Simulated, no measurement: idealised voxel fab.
A process module follows: voxel air gaps.
Shown is cross-section cut, with a width of 240 nm and square cells of size 5 nm.
A cross-section is a grid of square cells, given in bands from the top down. A band is one or more rows of cells.
Heads up on the band format: heights come first, top then bottom, in nm. After that it's the materials left to right, each with its width in nm. A single material flagged "everywhere" fills the whole band edge to edge, and "air" means there's empty space there.
It should be noted that heights are counted from 0, beneath which the wafer as supplied is of one material throughout, and that the lowest band possesses no lower boundary but continues downward, as written in "0 down".
A two-number width, for instance "30 to 40", indicates that the width is equal to the first number in the top row of the band and to the second number in the bottom row, and that it changes by a constant amount per row of cells.
Key: "changes: none" - step with no changed cell in the cross-section.
So "Sealed internal cavities" is basically the list of trapped voids: any empty space of 8 cells or more that can't reach the top through an opening. They're written width x height at distance, the distance being from the left edge, and it's all nm.
If you see something after the settings on a step's line, that's the simulator's own remark about that step.
A step's line can hold "overlay nm"; with a mask on that step, the setting says how far right of the planned place the mask lay, while a negative setting says it lay to the left.
List of planned process steps
| 1 | RECEIVE,material Si |
| 2 | CONFORMAL_DEP,material SiO2,thk nm 10 |
| 3 | CONFORMAL_DEP,material SiCN,thk nm 5 |
| 4 | DIRECTIONAL_DEP,material lowk,thk nm 35 |
| 5 | DIRECTIONAL_DEP,material aC,thk nm 15 |
| 6 | PATTERN,tone open,mask id LINES,material resist,width nm 25,pitch nm 50,thk nm 35,overlay nm 0 |
| 7 | DIRECTIONAL_ETCH,etch materials aC,depth nm 15 |
| 8 | STRIP,etch materials resist |
| 9 | DIRECTIONAL_ETCH,etch materials lowk,depth nm 35 |
| 10 | STRIP,etch materials aC |
| 11 | CONFORMAL_DEP,material TiN,thk nm 5 |
| 12 | FILL_DEP,material Cu,thk nm 10 |
| 13 | CMP,height nm 50 |
| 14 | EPI,material Ru,thk nm 10 |
| 15 | SELECTIVE_ETCH,etch materials lowk,depth nm 45 |
| 16 | CONFORMAL_DEP,material SiCN,thk nm 5 |
Run as planned: first of two wafers
Wafer as received: cross-section following step 1
> 0 down = Si everywhere
> Sealed internal cavities: none
After step 2, in cross-section
> 10 to 0 = SiO2 everywhere
> Rest of section, below 0: as before.
After step 3, in cross-section
> 15 to 10 = SiCN everywhere
> Rest of section, below 10: as before.
After step 4, in cross-section
> 50 to 15 = lowk everywhere
> Rest of section, below 15: as before.
After step 5, in cross-section
> 65 to 50 = aC everywhere
> Rest of section, below 50: as before.
After step 6, in cross-section
> 100 to 65 = 30 nm resist, then 25 nm air, then 25 nm resist, then 25 nm air, then 25 nm resist, then 25 nm air, then 25 nm resist, then 25 nm air, then 35 nm resist
> Rest of section, below 65: as before.
After step 7, in cross-section
> 85 to 65 = 30 nm resist, then 25 nm air, then 25 nm resist, then 25 nm air, then 25 nm resist, then 25 nm air, then 25 nm resist, then 25 nm air, then 35 nm resist
> 65 to 50 = 30 nm aC, then 25 nm air, then 25 nm aC, then 25 nm air, then 25 nm aC, then 25 nm air, then 25 nm aC, then 25 nm air, then 35 nm aC
> Rest of section, below 50: as before.
After step 8, in cross-section
> 65 to 50 = 30 nm aC, then 25 nm air, then 25 nm aC, then 25 nm air, then 25 nm aC, then 25 nm air, then 25 nm aC, then 25 nm air, then 35 nm aC
> Rest of section, below 50: as before.
After step 9, in cross-section
> 65 to 50 = 30 nm aC, then 25 nm air, then 25 nm aC, then 25 nm air, then 25 nm aC, then 25 nm air, then 25 nm aC, then 25 nm air, then 35 nm aC
> 50 to 15 = 30 nm lowk, then 25 nm air, then 25 nm lowk, then 25 nm air, then 25 nm lowk, then 25 nm air, then 25 nm lowk, then 25 nm air, then 35 nm lowk
> Rest of section, below 15: as before.
After step 10, in cross-section
> 50 to 15 = 30 nm lowk, then 25 nm air, then 25 nm lowk, then 25 nm air, then 25 nm lowk, then 25 nm air, then 25 nm lowk, then 25 nm air, then 35 nm lowk
> Rest of section, below 15: as before.
After step 11, in cross-section
> 55 to 50 = 35 nm TiN, then 15 nm air, then 35 nm TiN, then 15 nm air, then 35 nm TiN, then 15 nm air, then 35 nm TiN, then 15 nm air, then 40 nm TiN
> 50 to 20 = 30 nm lowk, then 5 nm TiN, then 15 nm air, then 5 nm TiN, then 25 nm lowk, then 5 nm TiN, then 15 nm air, then 5 nm TiN, then 25 nm lowk, then 5 nm TiN, then 15 nm air, then 5 nm TiN, then 25 nm lowk, then 5 nm TiN, then 15 nm air, then 5 nm TiN, then 35 nm lowk
> 20 to 15 = 30 nm lowk, then 25 nm TiN, then 25 nm lowk, then 25 nm TiN, then 25 nm lowk, then 25 nm TiN, then 25 nm lowk, then 25 nm TiN, then 35 nm lowk
> Rest of section, below 15: as before.
After step 12, in cross-section
> 65 to 55 = Cu everywhere
> 55 to 50 = 35 nm TiN, then 15 nm Cu, then 35 nm TiN, then 15 nm Cu, then 35 nm TiN, then 15 nm Cu, then 35 nm TiN, then 15 nm Cu, then 40 nm TiN
> 50 to 20 = 30 nm lowk, then 5 nm TiN, then 15 nm Cu, then 5 nm TiN, then 25 nm lowk, then 5 nm TiN, then 15 nm Cu, then 5 nm TiN, then 25 nm lowk, then 5 nm TiN, then 15 nm Cu, then 5 nm TiN, then 25 nm lowk, then 5 nm TiN, then 15 nm Cu, then 5 nm TiN, then 35 nm lowk
> Rest of section, below 20: as before.
After step 13, in cross-section
> 50 to 20 = 30 nm lowk, then 5 nm TiN, then 15 nm Cu, then 5 nm TiN, then 25 nm lowk, then 5 nm TiN, then 15 nm Cu, then 5 nm TiN, then 25 nm lowk, then 5 nm TiN, then 15 nm Cu, then 5 nm TiN, then 25 nm lowk, then 5 nm TiN, then 15 nm Cu, then 5 nm TiN, then 35 nm lowk
> Rest of section, below 20: as before.
After step 14, in cross-section
> 60 to 50 = 20 nm air, then 45 nm Ru, then 5 nm air, then 45 nm Ru, then 5 nm air, then 45 nm Ru, then 5 nm air, then 45 nm Ru, then 25 nm air
> Rest of section, below 50: as before.
After step 15, in cross-section
> 60 to 50 = 20 nm air, then 45 nm Ru, then 5 nm air, then 45 nm Ru, then 5 nm air, then 45 nm Ru, then 5 nm air, then 45 nm Ru, then 25 nm air
> 50 to 20 = 30 nm air, then 5 nm TiN, then 15 nm Cu, then 5 nm TiN, then 25 nm air, then 5 nm TiN, then 15 nm Cu, then 5 nm TiN, then 25 nm air, then 5 nm TiN, then 15 nm Cu, then 5 nm TiN, then 25 nm air, then 5 nm TiN, then 15 nm Cu, then 5 nm TiN, then 35 nm air
> 20 to 15 = 30 nm air, then 25 nm TiN, then 25 nm air, then 25 nm TiN, then 25 nm air, then 25 nm TiN, then 25 nm air, then 25 nm TiN, then 35 nm air
> Rest of section, below 15: as before.
After step 16, in cross-section
> 65 to 60 = 15 nm air, then 205 nm SiCN, then 20 nm air
> 60 to 50 = 15 nm air, then 5 nm SiCN, then 45 nm Ru, then 5 nm SiCN, then 45 nm Ru, then 5 nm SiCN, then 45 nm Ru, then 5 nm SiCN, then 45 nm Ru, then 5 nm SiCN, then 20 nm air
> 50 to 45 = 15 nm air, then 15 nm SiCN, then 5 nm TiN, then 15 nm Cu, then 5 nm TiN, then 25 nm SiCN, then 5 nm TiN, then 15 nm Cu, then 5 nm TiN, then 25 nm SiCN, then 5 nm TiN, then 15 nm Cu, then 5 nm TiN, then 25 nm SiCN, then 5 nm TiN, then 15 nm Cu, then 5 nm TiN, then 15 nm SiCN, then 20 nm air
> 45 to 20 = 25 nm air, then 5 nm SiCN, then 5 nm TiN, then 15 nm Cu, then 5 nm TiN, then 5 nm SiCN, then 15 nm air, then 5 nm SiCN, then 5 nm TiN, then 15 nm Cu, then 5 nm TiN, then 5 nm SiCN, then 15 nm air, then 5 nm SiCN, then 5 nm TiN, then 15 nm Cu, then 5 nm TiN, then 5 nm SiCN, then 15 nm air, then 5 nm SiCN, then 5 nm TiN, then 15 nm Cu, then 5 nm TiN, then 5 nm SiCN, then 30 nm air
> 20 to 15 = 30 nm SiCN, then 25 nm TiN, then 25 nm SiCN, then 25 nm TiN, then 25 nm SiCN, then 25 nm TiN, then 25 nm SiCN, then 25 nm TiN, then 35 nm SiCN
> Rest of section, below 15: as before.
> Sealed internal cavities: 15 x 25 at 60; 15 x 25 at 110; 15 x 25 at 160
It is to be noted that the second wafer proceeded from the same initial state and according to the same plan as the first, although one mistake was committed in its execution; through step 10, inclusive, the two wafers share an identical history
Second wafer at the planned finish of step 11, seen in cross-section
> 55 to 50 = 35 nm Ru, then 15 nm air, then 35 nm Ru, then 15 nm air, then 35 nm Ru, then 15 nm air, then 35 nm Ru, then 15 nm air, then 40 nm Ru
> 50 to 20 = 30 nm lowk, then 5 nm Ru, then 15 nm air, then 5 nm Ru, then 25 nm lowk, then 5 nm Ru, then 15 nm air, then 5 nm Ru, then 25 nm lowk, then 5 nm Ru, then 15 nm air, then 5 nm Ru, then 25 nm lowk, then 5 nm Ru, then 15 nm air, then 5 nm Ru, then 35 nm lowk
> 20 to 15 = 30 nm lowk, then 25 nm Ru, then 25 nm lowk, then 25 nm Ru, then 25 nm lowk, then 25 nm Ru, then 25 nm lowk, then 25 nm Ru, then 35 nm lowk
> Rest of section, below 15: as before.
Second wafer at the planned finish of step 12, seen in cross-section
> 65 to 55 = Cu everywhere
> 55 to 50 = 35 nm Ru, then 15 nm Cu, then 35 nm Ru, then 15 nm Cu, then 35 nm Ru, then 15 nm Cu, then 35 nm Ru, then 15 nm Cu, then 40 nm Ru
> 50 to 20 = 30 nm lowk, then 5 nm Ru, then 15 nm Cu, then 5 nm Ru, then 25 nm lowk, then 5 nm Ru, then 15 nm Cu, then 5 nm Ru, then 25 nm lowk, then 5 nm Ru, then 15 nm Cu, then 5 nm Ru, then 25 nm lowk, then 5 nm Ru, then 15 nm Cu, then 5 nm Ru, then 35 nm lowk
> Rest of section, below 20: as before.
Second wafer at the planned finish of step 13, seen in cross-section
> 50 to 20 = 30 nm lowk, then 5 nm Ru, then 15 nm Cu, then 5 nm Ru, then 25 nm lowk, then 5 nm Ru, then 15 nm Cu, then 5 nm Ru, then 25 nm lowk, then 5 nm Ru, then 15 nm Cu, then 5 nm Ru, then 25 nm lowk, then 5 nm Ru, then 15 nm Cu, then 5 nm Ru, then 35 nm lowk
> Rest of section, below 20: as before.
Second wafer at the planned finish of step 14, seen in cross-section
> 60 to 50 = 20 nm air, then 45 nm Ru, then 5 nm air, then 45 nm Ru, then 5 nm air, then 45 nm Ru, then 5 nm air, then 45 nm Ru, then 25 nm air
> Rest of section, below 50: as before.
Second wafer at the planned finish of step 15, seen in cross-section
> 60 to 50 = 20 nm air, then 45 nm Ru, then 5 nm air, then 45 nm Ru, then 5 nm air, then 45 nm Ru, then 5 nm air, then 45 nm Ru, then 25 nm air
> 50 to 20 = 30 nm air, then 5 nm Ru, then 15 nm Cu, then 5 nm Ru, then 25 nm air, then 5 nm Ru, then 15 nm Cu, then 5 nm Ru, then 25 nm air, then 5 nm Ru, then 15 nm Cu, then 5 nm Ru, then 25 nm air, then 5 nm Ru, then 15 nm Cu, then 5 nm Ru, then 35 nm air
> 20 to 15 = 30 nm air, then 25 nm Ru, then 25 nm air, then 25 nm Ru, then 25 nm air, then 25 nm Ru, then 25 nm air, then 25 nm Ru, then 35 nm air
> Rest of section, below 15: as before.
Second wafer at the planned finish of step 16, seen in cross-section
> 65 to 60 = 15 nm air, then 205 nm SiCN, then 20 nm air
> 60 to 50 = 15 nm air, then 5 nm SiCN, then 45 nm Ru, then 5 nm SiCN, then 45 nm Ru, then 5 nm SiCN, then 45 nm Ru, then 5 nm SiCN, then 45 nm Ru, then 5 nm SiCN, then 20 nm air
> 50 to 45 = 15 nm air, then 15 nm SiCN, then 5 nm Ru, then 15 nm Cu, then 5 nm Ru, then 25 nm SiCN, then 5 nm Ru, then 15 nm Cu, then 5 nm Ru, then 25 nm SiCN, then 5 nm Ru, then 15 nm Cu, then 5 nm Ru, then 25 nm SiCN, then 5 nm Ru, then 15 nm Cu, then 5 nm Ru, then 15 nm SiCN, then 20 nm air
> 45 to 20 = 25 nm air, then 5 nm SiCN, then 5 nm Ru, then 15 nm Cu, then 5 nm Ru, then 5 nm SiCN, then 15 nm air, then 5 nm SiCN, then 5 nm Ru, then 15 nm Cu, then 5 nm Ru, then 5 nm SiCN, then 15 nm air, then 5 nm SiCN, then 5 nm Ru, then 15 nm Cu, then 5 nm Ru, then 5 nm SiCN, then 15 nm air, then 5 nm SiCN, then 5 nm Ru, then 15 nm Cu, then 5 nm Ru, then 5 nm SiCN, then 30 nm air
> 20 to 15 = 30 nm SiCN, then 25 nm Ru, then 25 nm SiCN, then 25 nm Ru, then 25 nm SiCN, then 25 nm Ru, then 25 nm SiCN, then 25 nm Ru, then 35 nm SiCN
> Rest of section, below 15: as before.
> Sealed internal cavities: 15 x 25 at 60; 15 x 25 at 110; 15 x 25 at 160
What was the processing mistake? heads up, step 11 didn't go per plan, it actually ran as CONFORMAL_DEP,material Ru,thk nm 5
Wafer comparison, final, in cells, second relative to first, materials more or fewer: Ru +68; TiN -68
